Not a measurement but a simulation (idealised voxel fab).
process module | voxel spacer lines
cross-section cut | 240 nm wide | cells 5 nm
A cross-section is a grid of square cells, given in bands from the top down. A band is one or more rows of cells.
Each band's line starts with the height of the band's top and of its bottom, in nm. Then come its materials from left to right, each with its width in nm. One material with "throughout" fills the band from edge to edge. "air" is empty space.
Height 0 is the level under which the wafer as received is all one material. The lowest band goes on downwards, as in "0 down".
A width such as "30 to 40" changes by the same amount from each row of cells to the next, from the band's top row to its bottom row.
"no change" after a step means that no cell of the cross-section changed.
closed voids: empty space of 8 cells or more with no open way to the top, each as width x height at its distance from the left edge, in nm
after a step's settings: what the simulator itself notes on the step
overlay nm, on a step with a mask: how far to the right of its planned place the mask lay; to the left if negative
plan
1 op RECEIVE | material Si
2 op CONFORMAL_DEP | material Al2O3 | thk nm 10
3 op DIRECTIONAL_DEP | material polySi | thk nm 20
4 op DIRECTIONAL_DEP | material aC | thk nm 30
5 op PATTERN | tone cover | mask id MANDREL | material resist | width nm 20 | pitch nm 60 | thk nm 40 | overlay nm 0
6 op DIRECTIONAL_ETCH | etch materials aC | depth nm 30
7 op STRIP | etch materials resist
8 op CONFORMAL_DEP | material SiO2 | thk nm 10
9 op DIRECTIONAL_ETCH | etch materials SiO2 | depth nm 10
10 op STRIP | etch materials aC
11 op DIRECTIONAL_ETCH | etch materials polySi | depth nm 10
12 op STRIP | etch materials SiO2
varied across the wafers: depth nm of step 11. The plan shows the first wafer's value. All wafers start alike
first wafer as received, after step 1
  0 down: Si throughout
  closed voids: none
each wafer at the end: cells of each material gained (+) or lost (-) since it was received, then its closed voids
depth nm 10 | +96 Al2O3 | +120 polySi | closed voids: none
depth nm 15 | +96 Al2O3 | +84 polySi | closed voids: none
depth nm 20 | +96 Al2O3 | +48 polySi | closed voids: none
depth nm 25 | +96 Al2O3 | +48 polySi | closed voids: none
depth nm 30 | +96 Al2O3 | +48 polySi | closed voids: none
depth nm 35 | +96 Al2O3 | +48 polySi | closed voids: none
